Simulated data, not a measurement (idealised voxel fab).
Presented below is a process module, voxel trench capacitor.
For reference, the cross-section in this document is cut, with width 240 nm and square cells of 5 nm.
Square cells in a grid make up a cross-section in this document, and the grid is given as bands, listed from the top down, each one or more rows of cells.
The band entry comprises the height of the band's top followed by the height of its bottom, expressed in nm, and subsequently the band's materials from left to right, each stated together with its width in nm. Where a single material is marked with the word "full width", that material fills the band from edge to edge. The word "empty" represents empty space.
Measure heights from 0. That's the level where, below it, the as-received wafer is all one material. The lowest band is bottomless and extends downward; write it as in "0 and below".
So if you see something like "30->40" for the width, read it as the top row of the band sitting at the first number and the bottom row at the second, with every row in between moving by the same amount as the last.
What does "nothing changed" mean for a step? It means no cell of the cross-section changed in that step.
"Sealed internal voids" specifies each empty space that is not open to the top and that occupies no fewer than 8 cells, using the form width x height at distance, the distance measured from the left edge and all three quantities in nm.
What comes after the settings on a step's line is commentary from the simulator itself on that step.
Each step line may optionally specify "overlay nm", which for a step with a mask gives the rightward distance between the mask's planned place and where it lay, a negative value indicating the leftward direction.
Structure of the following material. The material consists of pairs of cross-sections. Each pair comprises the cross-section before one process step and the cross-section after that step, the latter shown only down to the lowest band that changed. The step between the cross-sections is specified beneath each pair, including its settings. Pairs are not necessarily consecutive: they may derive from different runs of this module performed on the same starting wafer. Continuity with the pair above is to be assumed only where the entry headed "Pre-step geometry" of the pair in question states it.

## Pre-step geometry
* 0 and below: Si full width
* Sealed internal voids: none

## Post-Process Section
* 10 down to 0: SiN full width
* Below a height of 0, the structure has not been altered.
* Sealed internal voids: none
Between before and after, shown above: CONFORMAL_DEP, material SiN, thk nm 10

Pre-step geometry: it's just the after picture from the pair right above this one.

## Post-Process Section
* 10 down to 0: SiN=45  empty=30  SiN=30  empty=30  SiN=30  empty=30  SiN=45
* Below a height of 0, the structure has not been altered.
* Sealed internal voids: none
Between before and after, shown above: MASKED_ETCH, tone open, mask id TRENCH, width nm 30, pitch nm 60, etch materials SiN, depth nm 10, overlay nm 0

Pre-step geometry: it's just the after picture from the pair right above this one.

## Post-Process Section
* 10 down to 0: SiN=45  empty=30  SiN=30  empty=30  SiN=30  empty=30  SiN=45
* 0 down to -30: Si=45  empty=30  Si=30  empty=30  Si=30  empty=30  Si=45
* Below a height of -30, the structure has not been altered.
* Sealed internal voids: none
Between before and after, shown above: MASKED_ETCH, tone open, mask id TRENCH, width nm 30, pitch nm 60, etch materials Si, depth nm 30, overlay nm 0

Pre-step geometry: it's just the after picture from the pair right above this one.

## Post-Process Section
* 15 down to 10: Al2O3=50  empty=20  Al2O3=40  empty=20  Al2O3=40  empty=20  Al2O3=50
* 10 down to 0: SiN=45  Al2O3=5  empty=20  Al2O3=5  SiN=30  Al2O3=5  empty=20  Al2O3=5  SiN=30  Al2O3=5  empty=20  Al2O3=5  SiN=45
* 0 down to -25: Si=45  Al2O3=5  empty=20  Al2O3=5  Si=30  Al2O3=5  empty=20  Al2O3=5  Si=30  Al2O3=5  empty=20  Al2O3=5  Si=45
* -25 down to -30: Si=45  Al2O3=30  Si=30  Al2O3=30  Si=30  Al2O3=30  Si=45
* Below a height of -30, the structure has not been altered.
* Sealed internal voids: none
Between before and after, shown above: CONFORMAL_DEP, material Al2O3, thk nm 5

Pre-step geometry: it's just the after picture from the pair right above this one.

## Post-Process Section
* 20 down to 15: TiN=55  empty=10  TiN=50  empty=10  TiN=50  empty=10  TiN=55
* 15 down to 10: Al2O3=50  TiN=5  empty=10  TiN=5  Al2O3=40  TiN=5  empty=10  TiN=5  Al2O3=40  TiN=5  empty=10  TiN=5  Al2O3=50
* 10 down to 0: SiN=45  Al2O3=5  TiN=5  empty=10  TiN=5  Al2O3=5  SiN=30  Al2O3=5  TiN=5  empty=10  TiN=5  Al2O3=5  SiN=30  Al2O3=5  TiN=5  empty=10  TiN=5  Al2O3=5  SiN=45
* 0 down to -20: Si=45  Al2O3=5  TiN=5  empty=10  TiN=5  Al2O3=5  Si=30  Al2O3=5  TiN=5  empty=10  TiN=5  Al2O3=5  Si=30  Al2O3=5  TiN=5  empty=10  TiN=5  Al2O3=5  Si=45
* -20 down to -25: Si=45  Al2O3=5  TiN=20  Al2O3=5  Si=30  Al2O3=5  TiN=20  Al2O3=5  Si=30  Al2O3=5  TiN=20  Al2O3=5  Si=45
* Below a height of -25, the structure has not been altered.
* Sealed internal voids: none
Between before and after, shown above: CONFORMAL_DEP, material TiN, thk nm 5

Pre-step geometry: it's just the after picture from the pair right above this one.

## Post-Process Section
* 30 down to 20: W full width
* 20 down to 15: TiN=55  W=10  TiN=50  W=10  TiN=50  W=10  TiN=55
* 15 down to 10: Al2O3=50  TiN=5  W=10  TiN=5  Al2O3=40  TiN=5  W=10  TiN=5  Al2O3=40  TiN=5  W=10  TiN=5  Al2O3=50
* 10 down to 0: SiN=45  Al2O3=5  TiN=5  W=10  TiN=5  Al2O3=5  SiN=30  Al2O3=5  TiN=5  W=10  TiN=5  Al2O3=5  SiN=30  Al2O3=5  TiN=5  W=10  TiN=5  Al2O3=5  SiN=45
* 0 down to -20: Si=45  Al2O3=5  TiN=5  W=10  TiN=5  Al2O3=5  Si=30  Al2O3=5  TiN=5  W=10  TiN=5  Al2O3=5  Si=30  Al2O3=5  TiN=5  W=10  TiN=5  Al2O3=5  Si=45
* Below a height of -20, the structure has not been altered.
* Sealed internal voids: none
Between before and after, shown above: FILL_DEP, material W, thk nm 10

Pre-step geometry: it's just the after picture from the pair right above this one.

## Post-Process Section
* 10 down to 0: SiN=45  Al2O3=5  TiN=5  W=10  TiN=5  Al2O3=5  SiN=30  Al2O3=5  TiN=5  W=10  TiN=5  Al2O3=5  SiN=30  Al2O3=5  TiN=5  W=10  TiN=5  Al2O3=5  SiN=45
* Below a height of 0, the structure has not been altered.
* Sealed internal voids: none
Between before and after, shown above: CMP, height nm 10

## Pre-step geometry
* 10 down to 0: SiN=45  empty=30  SiN=30  empty=30  SiN=30  empty=30  SiN=45
* 0 down to -30: Si=45  empty=30  Si=30  empty=30  Si=30  empty=30  Si=45
* -30 and below: Si full width
* Sealed internal voids: none

## Post-Process Section
* 15 down to 10: TiN=50  empty=20  TiN=40  empty=20  TiN=40  empty=20  TiN=50
* 10 down to 0: SiN=45  TiN=5  empty=20  TiN=5  SiN=30  TiN=5  empty=20  TiN=5  SiN=30  TiN=5  empty=20  TiN=5  SiN=45
* 0 down to -25: Si=45  TiN=5  empty=20  TiN=5  Si=30  TiN=5  empty=20  TiN=5  Si=30  TiN=5  empty=20  TiN=5  Si=45
* -25 down to -30: Si=45  TiN=30  Si=30  TiN=30  Si=30  TiN=30  Si=45
* Below a height of -30, the structure has not been altered.
* Sealed internal voids: none
Between before and after, shown above: CONFORMAL_DEP, material TiN, thk nm 5

Pre-step geometry: it's just the after picture from the pair right above this one.

## Post-Process Section
* 25 down to 15: W full width
* 15 down to 10: TiN=50  W=20  TiN=40  W=20  TiN=40  W=20  TiN=50
* 10 down to 0: SiN=45  TiN=5  W=20  TiN=5  SiN=30  TiN=5  W=20  TiN=5  SiN=30  TiN=5  W=20  TiN=5  SiN=45
* 0 down to -25: Si=45  TiN=5  W=20  TiN=5  Si=30  TiN=5  W=20  TiN=5  Si=30  TiN=5  W=20  TiN=5  Si=45
* Below a height of -25, the structure has not been altered.
* Sealed internal voids: none
Between before and after, shown above: FILL_DEP, material W, thk nm 10

Pre-step geometry: it's just the after picture from the pair right above this one.

## Post-Process Section
* 10 down to 0: SiN=45  TiN=5  W=20  TiN=5  SiN=30  TiN=5  W=20  TiN=5  SiN=30  TiN=5  W=20  TiN=5  SiN=45
* Below a height of 0, the structure has not been altered.
* Sealed internal voids: none
Between before and after, shown above: CMP, height nm 10

## Pre-step geometry
* 10 down to 0: SiN=45  empty=30  SiN=30  empty=30  SiN=30  empty=30  SiN=45
* 0 down to -30: Si=45  empty=30  Si=30  empty=30  Si=30  empty=30  Si=45
* -30 and below: Si full width
* Sealed internal voids: none

## Post-Process Section
* 10 down to 0: SiN=45  empty=30  SiN=30  empty=30  SiN=30  empty=30  SiN=45
* 0 down to -60: Si=45  empty=30  Si=30  empty=30  Si=30  empty=30  Si=45
* Below a height of -60, the structure has not been altered.
* Sealed internal voids: none
Between before and after, shown above: MASKED_ETCH, tone open, mask id TRENCH, width nm 30, pitch nm 60, etch materials Si, depth nm 30, overlay nm 0

Pre-step geometry: it's just the after picture from the pair right above this one.

## Post-Process Section
* 15 down to 10: Al2O3=50  empty=20  Al2O3=40  empty=20  Al2O3=40  empty=20  Al2O3=50
* 10 down to 0: SiN=45  Al2O3=5  empty=20  Al2O3=5  SiN=30  Al2O3=5  empty=20  Al2O3=5  SiN=30  Al2O3=5  empty=20  Al2O3=5  SiN=45
* 0 down to -55: Si=45  Al2O3=5  empty=20  Al2O3=5  Si=30  Al2O3=5  empty=20  Al2O3=5  Si=30  Al2O3=5  empty=20  Al2O3=5  Si=45
* -55 down to -60: Si=45  Al2O3=30  Si=30  Al2O3=30  Si=30  Al2O3=30  Si=45
* Below a height of -60, the structure has not been altered.
* Sealed internal voids: none
Between before and after, shown above: CONFORMAL_DEP, material Al2O3, thk nm 5

Pre-step geometry: it's just the after picture from the pair right above this one.

## Post-Process Section
* 20 down to 15: TiN=55  empty=10  TiN=50  empty=10  TiN=50  empty=10  TiN=55
* 15 down to 10: Al2O3=50  TiN=5  empty=10  TiN=5  Al2O3=40  TiN=5  empty=10  TiN=5  Al2O3=40  TiN=5  empty=10  TiN=5  Al2O3=50
* 10 down to 0: SiN=45  Al2O3=5  TiN=5  empty=10  TiN=5  Al2O3=5  SiN=30  Al2O3=5  TiN=5  empty=10  TiN=5  Al2O3=5  SiN=30  Al2O3=5  TiN=5  empty=10  TiN=5  Al2O3=5  SiN=45
* 0 down to -50: Si=45  Al2O3=5  TiN=5  empty=10  TiN=5  Al2O3=5  Si=30  Al2O3=5  TiN=5  empty=10  TiN=5  Al2O3=5  Si=30  Al2O3=5  TiN=5  empty=10  TiN=5  Al2O3=5  Si=45
* -50 down to -55: Si=45  Al2O3=5  TiN=20  Al2O3=5  Si=30  Al2O3=5  TiN=20  Al2O3=5  Si=30  Al2O3=5  TiN=20  Al2O3=5  Si=45
* Below a height of -55, the structure has not been altered.
* Sealed internal voids: none
Between before and after, shown above: CONFORMAL_DEP, material TiN, thk nm 5

Pre-step geometry: it's just the after picture from the pair right above this one.

## Post-Process Section
* 30 down to 20: W full width
* 20 down to 15: TiN=55  W=10  TiN=50  W=10  TiN=50  W=10  TiN=55
* 15 down to 10: Al2O3=50  TiN=5  W=10  TiN=5  Al2O3=40  TiN=5  W=10  TiN=5  Al2O3=40  TiN=5  W=10  TiN=5  Al2O3=50
* 10 down to 0: SiN=45  Al2O3=5  TiN=5  W=10  TiN=5  Al2O3=5  SiN=30  Al2O3=5  TiN=5  W=10  TiN=5  Al2O3=5  SiN=30  Al2O3=5  TiN=5  W=10  TiN=5  Al2O3=5  SiN=45
* 0 down to -50: Si=45  Al2O3=5  TiN=5  W=10  TiN=5  Al2O3=5  Si=30  Al2O3=5  TiN=5  W=10  TiN=5  Al2O3=5  Si=30  Al2O3=5  TiN=5  W=10  TiN=5  Al2O3=5  Si=45
* Below a height of -50, the structure has not been altered.
* Sealed internal voids: none
Between before and after, shown above: FILL_DEP, material W, thk nm 10

Pre-step geometry: it's just the after picture from the pair right above this one.

## Post-Process Section
* 10 down to 0: SiN=45  Al2O3=5  TiN=5  W=10  TiN=5  Al2O3=5  SiN=30  Al2O3=5  TiN=5  W=10  TiN=5  Al2O3=5  SiN=30  Al2O3=5  TiN=5  W=10  TiN=5  Al2O3=5  SiN=45
* Below a height of 0, the structure has not been altered.
* Sealed internal voids: none
Between before and after, shown above: CMP, height nm 10

## Pre-step geometry
* 15 down to 10: TiN=50  empty=20  TiN=40  empty=20  TiN=40  empty=20  TiN=50
* 10 down to 0: SiN=45  TiN=5  empty=20  TiN=5  SiN=30  TiN=5  empty=20  TiN=5  SiN=30  TiN=5  empty=20  TiN=5  SiN=45
* 0 down to -25: Si=45  TiN=5  empty=20  TiN=5  Si=30  TiN=5  empty=20  TiN=5  Si=30  TiN=5  empty=20  TiN=5  Si=45
* -25 down to -30: Si=45  TiN=30  Si=30  TiN=30  Si=30  TiN=30  Si=45
* -30 and below: Si full width
* Sealed internal voids: none

## Post-Process Section
* 20 down to 15: Al2O3=55  empty=10  Al2O3=50  empty=10  Al2O3=50  empty=10  Al2O3=55
* 15 down to 10: TiN=50  Al2O3=5  empty=10  Al2O3=5  TiN=40  Al2O3=5  empty=10  Al2O3=5  TiN=40  Al2O3=5  empty=10  Al2O3=5  TiN=50
* 10 down to 0: SiN=45  TiN=5  Al2O3=5  empty=10  Al2O3=5  TiN=5  SiN=30  TiN=5  Al2O3=5  empty=10  Al2O3=5  TiN=5  SiN=30  TiN=5  Al2O3=5  empty=10  Al2O3=5  TiN=5  SiN=45
* 0 down to -20: Si=45  TiN=5  Al2O3=5  empty=10  Al2O3=5  TiN=5  Si=30  TiN=5  Al2O3=5  empty=10  Al2O3=5  TiN=5  Si=30  TiN=5  Al2O3=5  empty=10  Al2O3=5  TiN=5  Si=45
* -20 down to -25: Si=45  TiN=5  Al2O3=20  TiN=5  Si=30  TiN=5  Al2O3=20  TiN=5  Si=30  TiN=5  Al2O3=20  TiN=5  Si=45
* Below a height of -25, the structure has not been altered.
* Sealed internal voids: none
Between before and after, shown above: CONFORMAL_DEP, material Al2O3, thk nm 5

Pre-step geometry: it's just the after picture from the pair right above this one.

## Post-Process Section
* 30 down to 20: W full width
* 20 down to 15: Al2O3=55  W=10  Al2O3=50  W=10  Al2O3=50  W=10  Al2O3=55
* 15 down to 10: TiN=50  Al2O3=5  W=10  Al2O3=5  TiN=40  Al2O3=5  W=10  Al2O3=5  TiN=40  Al2O3=5  W=10  Al2O3=5  TiN=50
* 10 down to 0: SiN=45  TiN=5  Al2O3=5  W=10  Al2O3=5  TiN=5  SiN=30  TiN=5  Al2O3=5  W=10  Al2O3=5  TiN=5  SiN=30  TiN=5  Al2O3=5  W=10  Al2O3=5  TiN=5  SiN=45
* 0 down to -20: Si=45  TiN=5  Al2O3=5  W=10  Al2O3=5  TiN=5  Si=30  TiN=5  Al2O3=5  W=10  Al2O3=5  TiN=5  Si=30  TiN=5  Al2O3=5  W=10  Al2O3=5  TiN=5  Si=45
* Below a height of -20, the structure has not been altered.
* Sealed internal voids: none
Between before and after, shown above: FILL_DEP, material W, thk nm 10

Pre-step geometry: it's just the after picture from the pair right above this one.

## Post-Process Section
* 10 down to 0: SiN=45  TiN=5  Al2O3=5  W=10  Al2O3=5  TiN=5  SiN=30  TiN=5  Al2O3=5  W=10  Al2O3=5  TiN=5  SiN=30  TiN=5  Al2O3=5  W=10  Al2O3=5  TiN=5  SiN=45
* Below a height of 0, the structure has not been altered.
* Sealed internal voids: none
Between before and after, shown above: CMP, height nm 10

## Pre-step geometry
* 10 down to 0: SiN=45  empty=30  SiN=30  empty=30  SiN=30  empty=30  SiN=45
* 0 and below: Si full width
* Sealed internal voids: none

## Post-Process Section
* 10 down to 0: SiN=45  empty=30  SiN=30  empty=30  SiN=30  empty=30  SiN=45
* 0 down to -20: Si=45  empty=30  Si=30  empty=30  Si=30  empty=30  Si=45
* Below a height of -20, the structure has not been altered.
* Sealed internal voids: none
Between before and after, shown above: MASKED_ETCH, tone open, mask id TRENCH, width nm 30, pitch nm 60, etch materials Si, depth nm 20, overlay nm 0

Pre-step geometry: it's just the after picture from the pair right above this one.

## Post-Process Section
* 15 down to 10: Al2O3=50  empty=20  Al2O3=40  empty=20  Al2O3=40  empty=20  Al2O3=50
* 10 down to 0: SiN=45  Al2O3=5  empty=20  Al2O3=5  SiN=30  Al2O3=5  empty=20  Al2O3=5  SiN=30  Al2O3=5  empty=20  Al2O3=5  SiN=45
* 0 down to -15: Si=45  Al2O3=5  empty=20  Al2O3=5  Si=30  Al2O3=5  empty=20  Al2O3=5  Si=30  Al2O3=5  empty=20  Al2O3=5  Si=45
* -15 down to -20: Si=45  Al2O3=30  Si=30  Al2O3=30  Si=30  Al2O3=30  Si=45
* Below a height of -20, the structure has not been altered.
* Sealed internal voids: none
Between before and after, shown above: CONFORMAL_DEP, material Al2O3, thk nm 5

Pre-step geometry: it's just the after picture from the pair right above this one.

## Post-Process Section
* 20 down to 15: TiN=55  empty=10  TiN=50  empty=10  TiN=50  empty=10  TiN=55
* 15 down to 10: Al2O3=50  TiN=5  empty=10  TiN=5  Al2O3=40  TiN=5  empty=10  TiN=5  Al2O3=40  TiN=5  empty=10  TiN=5  Al2O3=50
* 10 down to 0: SiN=45  Al2O3=5  TiN=5  empty=10  TiN=5  Al2O3=5  SiN=30  Al2O3=5  TiN=5  empty=10  TiN=5  Al2O3=5  SiN=30  Al2O3=5  TiN=5  empty=10  TiN=5  Al2O3=5  SiN=45
* 0 down to -10: Si=45  Al2O3=5  TiN=5  empty=10  TiN=5  Al2O3=5  Si=30  Al2O3=5  TiN=5  empty=10  TiN=5  Al2O3=5  Si=30  Al2O3=5  TiN=5  empty=10  TiN=5  Al2O3=5  Si=45
* -10 down to -15: Si=45  Al2O3=5  TiN=20  Al2O3=5  Si=30  Al2O3=5  TiN=20  Al2O3=5  Si=30  Al2O3=5  TiN=20  Al2O3=5  Si=45
* Below a height of -15, the structure has not been altered.
* Sealed internal voids: none
Between before and after, shown above: CONFORMAL_DEP, material TiN, thk nm 5

Pre-step geometry: it's just the after picture from the pair right above this one.

## Post-Process Section
* 30 down to 20: W full width
* 20 down to 15: TiN=55  W=10  TiN=50  W=10  TiN=50  W=10  TiN=55
* 15 down to 10: Al2O3=50  TiN=5  W=10  TiN=5  Al2O3=40  TiN=5  W=10  TiN=5  Al2O3=40  TiN=5  W=10  TiN=5  Al2O3=50
* 10 down to 0: SiN=45  Al2O3=5  TiN=5  W=10  TiN=5  Al2O3=5  SiN=30  Al2O3=5  TiN=5  W=10  TiN=5  Al2O3=5  SiN=30  Al2O3=5  TiN=5  W=10  TiN=5  Al2O3=5  SiN=45
* 0 down to -10: Si=45  Al2O3=5  TiN=5  W=10  TiN=5  Al2O3=5  Si=30  Al2O3=5  TiN=5  W=10  TiN=5  Al2O3=5  Si=30  Al2O3=5  TiN=5  W=10  TiN=5  Al2O3=5  Si=45
* Below a height of -10, the structure has not been altered.
* Sealed internal voids: none
Between before and after, shown above: FILL_DEP, material W, thk nm 10

Pre-step geometry: it's just the after picture from the pair right above this one.

## Post-Process Section
* 10 down to 0: SiN=45  Al2O3=5  TiN=5  W=10  TiN=5  Al2O3=5  SiN=30  Al2O3=5  TiN=5  W=10  TiN=5  Al2O3=5  SiN=30  Al2O3=5  TiN=5  W=10  TiN=5  Al2O3=5  SiN=45
* Below a height of 0, the structure has not been altered.
* Sealed internal voids: none
Between before and after, shown above: CMP, height nm 10

## Pre-step geometry
* 10 down to 0: SiN=45  empty=30  SiN=30  empty=30  SiN=30  empty=30  SiN=45
* 0 and below: Si full width
* Sealed internal voids: none

## Post-Process Section
* 10 down to 0: SiN=45  empty=30  SiN=30  empty=30  SiN=30  empty=30  SiN=45
* 0 down to -30: Si=50  empty=20  Si=40  empty=20  Si=40  empty=20  Si=50
* Below a height of -30, the structure has not been altered.
* Sealed internal voids: none
Between before and after, shown above: MASKED_ETCH, tone open, mask id TRENCH, width nm 20, pitch nm 60, etch materials Si, depth nm 30, overlay nm 0

Pre-step geometry: it's just the after picture from the pair right above this one.

## Post-Process Section
* 15 down to 10: Al2O3=50  empty=20  Al2O3=40  empty=20  Al2O3=40  empty=20  Al2O3=50
* 10 down to 0: SiN=45  Al2O3=5->10  empty=20->10  Al2O3=5->10  SiN=30  Al2O3=5->10  empty=20->10  Al2O3=5->10  SiN=30  Al2O3=5->10  empty=20->10  Al2O3=5->10  SiN=45
* 0 down to -25: Si=50  Al2O3=5  empty=10  Al2O3=5  Si=40  Al2O3=5  empty=10  Al2O3=5  Si=40  Al2O3=5  empty=10  Al2O3=5  Si=50
* -25 down to -30: Si=50  Al2O3=20  Si=40  Al2O3=20  Si=40  Al2O3=20  Si=50
* Below a height of -30, the structure has not been altered.
* Sealed internal voids: none
Between before and after, shown above: CONFORMAL_DEP, material Al2O3, thk nm 5

Pre-step geometry: it's just the after picture from the pair right above this one.

## Post-Process Section
* 20 down to 15: TiN=55  empty=10  TiN=50  empty=10  TiN=50  empty=10  TiN=55
* 15 down to 10: Al2O3=50  TiN=5  empty=10  TiN=5  Al2O3=40  TiN=5  empty=10  TiN=5  Al2O3=40  TiN=5  empty=10  TiN=5  Al2O3=50
* 10 down to 0: SiN=45  Al2O3=5->10  TiN=20->10  Al2O3=5->10  SiN=30  Al2O3=5->10  TiN=20->10  Al2O3=5->10  SiN=30  Al2O3=5->10  TiN=20->10  Al2O3=5->10  SiN=45
* 0 down to -25: Si=50  Al2O3=5  TiN=10  Al2O3=5  Si=40  Al2O3=5  TiN=10  Al2O3=5  Si=40  Al2O3=5  TiN=10  Al2O3=5  Si=50
* Below a height of -25, the structure has not been altered.
* Sealed internal voids: none
Between before and after, shown above: CONFORMAL_DEP, material TiN, thk nm 5

Pre-step geometry: it's just the after picture from the pair right above this one.

## Post-Process Section
* 30 down to 20: W full width
* 20 down to 15: TiN=55  W=10  TiN=50  W=10  TiN=50  W=10  TiN=55
* 15 down to 10: Al2O3=50  TiN=5  W=10  TiN=5  Al2O3=40  TiN=5  W=10  TiN=5  Al2O3=40  TiN=5  W=10  TiN=5  Al2O3=50
* Below a height of 10, the structure has not been altered.
* Sealed internal voids: none
Between before and after, shown above: FILL_DEP, material W, thk nm 10

Pre-step geometry: it's just the after picture from the pair right above this one.

## Post-Process Section
* 10 down to 0: SiN=45  Al2O3=5->10  TiN=20->10  Al2O3=5->10  SiN=30  Al2O3=5->10  TiN=20->10  Al2O3=5->10  SiN=30  Al2O3=5->10  TiN=20->10  Al2O3=5->10  SiN=45
* Below a height of 0, the structure has not been altered.
* Sealed internal voids: none
Between before and after, shown above: CMP, height nm 10

## Pre-step geometry
* 10 down to 0: SiN=45  empty=30  SiN=30  empty=30  SiN=30  empty=30  SiN=45
* 0 and below: Si full width
* Sealed internal voids: none

## Post-Process Section
* 10 down to 0: SiN=45  empty=30  SiN=30  empty=30  SiN=30  empty=30  SiN=45
* 0 down to -30: Si=55  empty=20  Si=40  empty=20  Si=40  empty=20  Si=45
* Below a height of -30, the structure has not been altered.
* Sealed internal voids: none
Between before and after, shown above: MASKED_ETCH, tone open, mask id TRENCH, width nm 30, pitch nm 60, etch materials Si, depth nm 30, overlay nm 10

Pre-step geometry: it's just the after picture from the pair right above this one.

## Post-Process Section
* 15 down to 10: Al2O3=50  empty=20  Al2O3=40  empty=20  Al2O3=40  empty=20  Al2O3=50
* 10 down to 0: SiN=45  Al2O3=5->15  empty=20->10  Al2O3=5  SiN=30  Al2O3=5->15  empty=20->10  Al2O3=5  SiN=30  Al2O3=5->15  empty=20->10  Al2O3=5  SiN=45
* 0 down to -25: Si=55  Al2O3=5  empty=10  Al2O3=5  Si=40  Al2O3=5  empty=10  Al2O3=5  Si=40  Al2O3=5  empty=10  Al2O3=5  Si=45
* -25 down to -30: Si=55  Al2O3=20  Si=40  Al2O3=20  Si=40  Al2O3=20  Si=45
* Below a height of -30, the structure has not been altered.
* Sealed internal voids: none
Between before and after, shown above: CONFORMAL_DEP, material Al2O3, thk nm 5

Pre-step geometry: it's just the after picture from the pair right above this one.

## Post-Process Section
* 20 down to 15: TiN=55  empty=10  TiN=50  empty=10  TiN=50  empty=10  TiN=55
* 15 down to 10: Al2O3=50  TiN=5  empty=10  TiN=5  Al2O3=40  TiN=5  empty=10  TiN=5  Al2O3=40  TiN=5  empty=10  TiN=5  Al2O3=50
* 10 down to 0: SiN=45  Al2O3=5->15  TiN=20->10  Al2O3=5  SiN=30  Al2O3=5->15  TiN=20->10  Al2O3=5  SiN=30  Al2O3=5->15  TiN=20->10  Al2O3=5  SiN=45
* 0 down to -25: Si=55  Al2O3=5  TiN=10  Al2O3=5  Si=40  Al2O3=5  TiN=10  Al2O3=5  Si=40  Al2O3=5  TiN=10  Al2O3=5  Si=45
* Below a height of -25, the structure has not been altered.
* Sealed internal voids: none
Between before and after, shown above: CONFORMAL_DEP, material TiN, thk nm 5

Pre-step geometry: it's just the after picture from the pair right above this one.

## Post-Process Section
* 30 down to 20: W full width
* 20 down to 15: TiN=55  W=10  TiN=50  W=10  TiN=50  W=10  TiN=55
* 15 down to 10: Al2O3=50  TiN=5  W=10  TiN=5  Al2O3=40  TiN=5  W=10  TiN=5  Al2O3=40  TiN=5  W=10  TiN=5  Al2O3=50
* Below a height of 10, the structure has not been altered.
* Sealed internal voids: none
Between before and after, shown above: FILL_DEP, material W, thk nm 10

Pre-step geometry: it's just the after picture from the pair right above this one.

## Post-Process Section
* 10 down to 0: SiN=45  Al2O3=5->15  TiN=20->10  Al2O3=5  SiN=30  Al2O3=5->15  TiN=20->10  Al2O3=5  SiN=30  Al2O3=5->15  TiN=20->10  Al2O3=5  SiN=45
* Below a height of 0, the structure has not been altered.
* Sealed internal voids: none
Between before and after, shown above: CMP, height nm 10

## Pre-step geometry
* 15 down to 10: Al2O3=50  empty=20  Al2O3=40  empty=20  Al2O3=40  empty=20  Al2O3=50
* 10 down to 0: SiN=45  Al2O3=5  empty=20  Al2O3=5  SiN=30  Al2O3=5  empty=20  Al2O3=5  SiN=30  Al2O3=5  empty=20  Al2O3=5  SiN=45
* 0 down to -25: Si=45  Al2O3=5  empty=20  Al2O3=5  Si=30  Al2O3=5  empty=20  Al2O3=5  Si=30  Al2O3=5  empty=20  Al2O3=5  Si=45
* -25 down to -30: Si=45  Al2O3=30  Si=30  Al2O3=30  Si=30  Al2O3=30  Si=45
* -30 and below: Si full width
* Sealed internal voids: none

## Post-Process Section
* 20 down to 15: SiN=55  empty=10  SiN=50  empty=10  SiN=50  empty=10  SiN=55
* 15 down to 10: Al2O3=50  SiN=5  empty=10  SiN=5  Al2O3=40  SiN=5  empty=10  SiN=5  Al2O3=40  SiN=5  empty=10  SiN=5  Al2O3=50
* 10 down to 0: SiN=45  Al2O3=5  SiN=5  empty=10  SiN=5  Al2O3=5  SiN=30  Al2O3=5  SiN=5  empty=10  SiN=5  Al2O3=5  SiN=30  Al2O3=5  SiN=5  empty=10  SiN=5  Al2O3=5  SiN=45
* 0 down to -20: Si=45  Al2O3=5  SiN=5  empty=10  SiN=5  Al2O3=5  Si=30  Al2O3=5  SiN=5  empty=10  SiN=5  Al2O3=5  Si=30  Al2O3=5  SiN=5  empty=10  SiN=5  Al2O3=5  Si=45
* -20 down to -25: Si=45  Al2O3=5  SiN=20  Al2O3=5  Si=30  Al2O3=5  SiN=20  Al2O3=5  Si=30  Al2O3=5  SiN=20  Al2O3=5  Si=45
* Below a height of -25, the structure has not been altered.
* Sealed internal voids: none
Between before and after, shown above: CONFORMAL_DEP, material SiN, thk nm 5

Pre-step geometry: it's just the after picture from the pair right above this one.

## Post-Process Section
* 30 down to 20: W full width
* 20 down to 15: SiN=55  W=10  SiN=50  W=10  SiN=50  W=10  SiN=55
* 15 down to 10: Al2O3=50  SiN=5  W=10  SiN=5  Al2O3=40  SiN=5  W=10  SiN=5  Al2O3=40  SiN=5  W=10  SiN=5  Al2O3=50
* 10 down to 0: SiN=45  Al2O3=5  SiN=5  W=10  SiN=5  Al2O3=5  SiN=30  Al2O3=5  SiN=5  W=10  SiN=5  Al2O3=5  SiN=30  Al2O3=5  SiN=5  W=10  SiN=5  Al2O3=5  SiN=45
* 0 down to -20: Si=45  Al2O3=5  SiN=5  W=10  SiN=5  Al2O3=5  Si=30  Al2O3=5  SiN=5  W=10  SiN=5  Al2O3=5  Si=30  Al2O3=5  SiN=5  W=10  SiN=5  Al2O3=5  Si=45
* Below a height of -20, the structure has not been altered.
* Sealed internal voids: none
Between before and after, shown above: FILL_DEP, material W, thk nm 10

Pre-step geometry: it's just the after picture from the pair right above this one.

## Post-Process Section
* 10 down to 0: SiN=45  Al2O3=5  SiN=5  W=10  SiN=5  Al2O3=5  SiN=30  Al2O3=5  SiN=5  W=10  SiN=5  Al2O3=5  SiN=30  Al2O3=5  SiN=5  W=10  SiN=5  Al2O3=5  SiN=45
* Below a height of 0, the structure has not been altered.
* Sealed internal voids: none
Between before and after, shown above: CMP, height nm 10

## Pre-step geometry
* 10 down to 0: SiN full width
* 0 and below: Si full width
* Sealed internal voids: none

## Post-Process Section
* 10 down to 0: empty=45  SiN=30  empty=30  SiN=30  empty=30  SiN=30  empty=45
* Below a height of 0, the structure has not been altered.
* Sealed internal voids: none
Between before and after, shown above: MASKED_ETCH, tone cover, mask id TRENCH, width nm 30, pitch nm 60, etch materials SiN, depth nm 10, overlay nm 0

Pre-step geometry: it's just the after picture from the pair right above this one.

## Post-Process Section
* 15 down to 10: empty=40  Al2O3=40  empty=20  Al2O3=40  empty=20  Al2O3=40  empty=40
* 10 down to 5: empty=40  Al2O3=5  SiN=30  Al2O3=5  empty=20  Al2O3=5  SiN=30  Al2O3=5  empty=20  Al2O3=5  SiN=30  Al2O3=5  empty=40
* 5 down to 0: Al2O3=45  SiN=30  Al2O3=30  SiN=30  Al2O3=30  SiN=30  Al2O3=45
* Below a height of 0, the structure has not been altered.
* Sealed internal voids: none
Between before and after, shown above: CONFORMAL_DEP, material Al2O3, thk nm 5

Pre-step geometry: it's just the after picture from the pair right above this one.

## Post-Process Section
* 20 down to 15: empty=35  TiN=50  empty=10  TiN=50  empty=10  TiN=50  empty=35
* 15 down to 10: empty=35  TiN=5  Al2O3=40  TiN=5  empty=10  TiN=5  Al2O3=40  TiN=5  empty=10  TiN=5  Al2O3=40  TiN=5  empty=35
* 10 down to 5: TiN=40  Al2O3=5  SiN=30  Al2O3=5  TiN=20  Al2O3=5  SiN=30  Al2O3=5  TiN=20  Al2O3=5  SiN=30  Al2O3=5  TiN=40
* Below a height of 5, the structure has not been altered.
* Sealed internal voids: none
Between before and after, shown above: CONFORMAL_DEP, material TiN, thk nm 5
